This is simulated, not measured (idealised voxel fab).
Herein follows the process module entitled voxel ribs on slabs.
Shown is cross-section cut, with a width of 195 nm and square cells of size 5 nm.
Cross-section layout: square cells on a grid; listed as bands, top to bottom; a band spans one or more cell rows. Look at the band entry: it leads with the top's height and the bottom's height in nm. Then it lists the materials left to right, with a width in nm for each. The word "everywhere" on a single material says that material fills the band edge to edge. The word "blank" is empty space. Where do heights start? At 0: under that level the wafer as delivered is made of one material only. And the lowest band has no floor; it just carries on downward, as in "0 -> down". A width such as "30->40" changes by the same amount from each row of cells to the next, from the band's top row to its bottom row. Basically "nothing got changed" means that step didn't change any cell in the cross-section. "Enclosed void listing" - sealed voids, min. 8 cells, no opening to top; format: width x height at distance (distance from left edge; nm throughout). Text after the settings on a step's line: the simulator's own remark on that step. What "overlay nm" on a step's line means: if the step has a mask, that mask lay this far to the right of its planned place, or, when the value is negative, to the left.

**So here's the lineup of process steps we planned**
- 1: RECEIVE,material Si
- 2: DIRECTIONAL_DEP,material SiO2,thk nm 25
- 3: DIRECTIONAL_DEP,material SiN,thk nm 15
- 4: MASKED_ETCH,tone cover,mask id RIB,width nm 25,etch materials SiN,depth nm 10,overlay nm 0
- 5: DIRECTIONAL_DEP,material aC,thk nm 15
- 6: PATTERN,tone cover,mask id SLAB,material resist,width nm 85,thk nm 35,overlay nm 0
- 7: DIRECTIONAL_ETCH,etch materials aC,depth nm 15
- 8: STRIP,etch materials resist
- 9: DIRECTIONAL_ETCH,etch materials SiN,depth nm 5
- 10: STRIP,etch materials aC
- 11: FILL_DEP,material SiO2,thk nm 20
- 12: CMP,height nm 55
- 13: DIRECTIONAL_DEP,material TiN,thk nm 10
- 14: MASKED_ETCH,tone cover,mask id HEATER,width nm 35,etch materials TiN,depth nm 10,overlay nm 0
- 15: CONFORMAL_DEP,material SiN,thk nm 5

**Step 1 complete: cross-section of the wafer as received**
> 0 -> down  Si everywhere
> Enclosed void listing: none

**The following cross-section depicts the wafer upon conclusion of the module. Processing commenced from the starting condition illustrated above and adhered to the plan illustrated above, save for one mistake in execution**
> 70 -> 65  SiN (85); blank (25); SiN (85)
> 65 -> 60  TiN (80); SiN (5); blank (25); SiN (5); TiN (80)
> 60 -> 55  TiN (80); SiN (35); TiN (80)
> 55 -> 40  SiO2 everywhere
> 40 -> 30  SiO2 (85); SiN (25); SiO2 (85)
> 30 -> 25  SiO2 (55); SiN (85); SiO2 (55)
> 25 -> 0  SiO2 everywhere
> 0 -> down  Si everywhere
> Enclosed void listing: none
In executing the process, a mistake was made relative to the plan: heads up, step 14 didn't go per plan, it actually ran as MASKED_ETCH,tone open,mask id HEATER,width nm 35,etch materials TiN,depth nm 10,overlay nm 0
